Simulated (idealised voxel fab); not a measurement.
Process module heading - voxel tone inversion
The figure presents cross-section cut, which has a width of 235 nm and is divided into square cells with an edge length of 5 nm.
In what follows, cross-sections appear as grids of square cells, described through bands that run from the top down, where every band is one or more rows of cells.
The band entry comprises the height of the band's top followed by the height of its bottom, expressed in nm, and subsequently the band's materials from left to right, each stated together with its width in nm. Where a single material is marked with the word "all across", that material fills the band from edge to edge. The word "blank" represents empty space.
Measure heights from 0. That's the level where, below it, the as-received wafer is all one material. The lowest band is bottomless and extends downward; write it as in "0 down".
Width: "30->40" (first number = top row, second number = bottom row, same change from row to row of cells).
You'll sometimes find "no alteration" written for a step, and that's the way of saying that nowhere in the cross-section did a cell change during that step.
Empty spaces counting at least 8 cells and having no open way to the top are listed in "Encapsulated voids". The notation width x height at distance is used for each, the distance being from the left edge and all three values in nm.
Read whatever lies past the settings on a step's line as the simulator's own remark about the step.
Each step line may optionally specify "overlay nm", which for a step with a mask gives the rightward distance between the mask's planned place and where it lay, a negative value indicating the leftward direction.

Listed below are the process steps as planned
1,RECEIVE with material Si
2,CONFORMAL_DEP with material SiCN, thk nm 5
3,DIRECTIONAL_DEP with material aC, thk nm 20
4,PATTERN with tone cover, mask id POSTS, material resist, width nm 15, pitch nm 40, thk nm 30, overlay nm 0
5,DIRECTIONAL_ETCH with etch materials aC, depth nm 20
6,STRIP with etch materials resist
7,FILL_DEP with material SiO2, thk nm 10
8,CMP with height nm 25
9,STRIP with etch materials aC
10,CONFORMAL_DEP with material TiN, thk nm 5
11,FILL_DEP with material Ru, thk nm 10
12,CMP with height nm 25
13,CONFORMAL_DEP with material SiCN, thk nm 5
Keep in mind the plan's value for the width nm of step 4 comes from the first wafer; the wafers don't share that setting, but they do share the same starting point.

Cross-section of the first of several received wafers, showing its state after step 1
> 0 down: Si all across
> Encapsulated voids: none

Module end state after final step 13: cross-section of the first of several wafers
> 30 to 25: SiCN all across
> 25 to 10: SiO2 (90)  TiN (5)  Ru (5)  TiN (5)  SiO2 (25)  TiN (5)  Ru (5)  TiN (5)  SiO2 (90)
> 10 to 5: SiO2 (90)  TiN (15)  SiO2 (25)  TiN (15)  SiO2 (90)
> 5 to 0: SiCN all across
> 0 down: Si all across
> Encapsulated voids: none

The final wafer, sectioned at module end
> 30 to 25: SiCN all across
> 25 to 10: SiO2 (85)  TiN (5)  Ru (15)  TiN (5)  SiO2 (15)  TiN (5)  Ru (15)  TiN (5)  SiO2 (85)
> 10 to 5: SiO2 (85)  TiN (25)  SiO2 (15)  TiN (25)  SiO2 (85)
> 5 to 0: SiCN all across
> 0 down: Si all across
> Encapsulated voids: none

Every row in this table is a wafer at the end of the module, and it gives, for each of the materials, the cells that wafer has gained (+) or lost (-) since it was received, then its closed voids
width nm 15 | +6 Ru | +94 SiCN | +164 SiO2 | +18 TiN | Encapsulated voids: none
width nm 20 | +12 Ru | +94 SiCN | +156 SiO2 | +20 TiN | Encapsulated voids: none
width nm 25 | +18 Ru | +94 SiCN | +148 SiO2 | +22 TiN | Encapsulated voids: none
